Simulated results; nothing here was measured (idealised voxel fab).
process module | voxel trench capacitor
cross-section cut | 205 nm wide | cells 5 nm
A cross-section is a grid of square cells, given in bands from the top down. A band is one or more rows of cells.
Each band's line starts with the height of the band's top and of its bottom, in nm. Then come its materials from left to right, each with its width in nm. One material with "throughout" fills the band from edge to edge. "air" is empty space.
Height 0 is the level under which the wafer as received is all one material. The lowest band goes on downwards, as in "0 down".
A width such as "30 to 40" changes by the same amount from each row of cells to the next, from the band's top row to its bottom row.
"no change" after a step means that no cell of the cross-section changed.
closed voids: empty space of 8 cells or more with no open way to the top, each as width x height at its distance from the left edge, in nm
after a step's settings: what the simulator itself notes on the step
overlay nm, on a step with a mask: how far to the right of its planned place the mask lay; to the left if negative
plan
1 op RECEIVE | material Si
2 op CONFORMAL_DEP | material SiN | thk nm 10
3 op DIRECTIONAL_DEP | material aC | thk nm 10
4 op PATTERN | tone open | mask id TRENCH | material resist | width nm 15 | pitch nm 45 | thk nm 25 | overlay nm 0
5 op DIRECTIONAL_ETCH | etch materials aC | depth nm 10
6 op STRIP | etch materials resist
7 op DIRECTIONAL_ETCH | etch materials SiN | depth nm 10
8 op DIRECTIONAL_ETCH | etch materials Si | depth nm 40
9 op STRIP | etch materials aC
10 op CONFORMAL_DEP | material Al2O3 | thk nm 5
11 op FILL_DEP | material polySi | thk nm 5
12 op CMP | height nm 10
varied across the wafers: width nm of step 4. The plan shows the first wafer's value. All wafers start alike
first wafer as received, after step 1
  0 down: Si throughout
  closed voids: none
first wafer at the end, after step 12
  10 to 0: SiN 50 | Al2O3 5 | polySi 5 | Al2O3 5 | SiN 30 | Al2O3 5 | polySi 5 | Al2O3 5 | SiN 30 | Al2O3 5 | polySi 5 | Al2O3 5 | SiN 50
  0 to -35: Si 50 | Al2O3 5 | polySi 5 | Al2O3 5 | Si 30 | Al2O3 5 | polySi 5 | Al2O3 5 | Si 30 | Al2O3 5 | polySi 5 | Al2O3 5 | Si 50
  -35 to -40: Si 50 | Al2O3 15 | Si 30 | Al2O3 15 | Si 30 | Al2O3 15 | Si 50
  -40 down: Si throughout
  closed voids: none
last wafer at the end
  10 to 0: SiN 45 | Al2O3 5 | polySi 20 | Al2O3 5 | SiN 15 | Al2O3 5 | polySi 20 | Al2O3 5 | SiN 15 | Al2O3 5 | polySi 20 | Al2O3 5 | SiN 40
  0 to -35: Si 45 | Al2O3 5 | polySi 20 | Al2O3 5 | Si 15 | Al2O3 5 | polySi 20 | Al2O3 5 | Si 15 | Al2O3 5 | polySi 20 | Al2O3 5 | Si 40
  -35 to -40: Si 45 | Al2O3 30 | Si 15 | Al2O3 30 | Si 15 | Al2O3 30 | Si 40
  -40 down: Si throughout
  closed voids: none
each wafer at the end: cells of each material gained (+) or lost (-) since it was received, then its closed voids
width nm 15 | +63 Al2O3 | -72 Si | +64 SiN | +27 polySi | closed voids: none
width nm 20 | +66 Al2O3 | -96 Si | +58 SiN | +54 polySi | closed voids: none
width nm 25 | +69 Al2O3 | -120 Si | +52 SiN | +81 polySi | closed voids: none
width nm 30 | +72 Al2O3 | -144 Si | +46 SiN | +108 polySi | closed voids: none
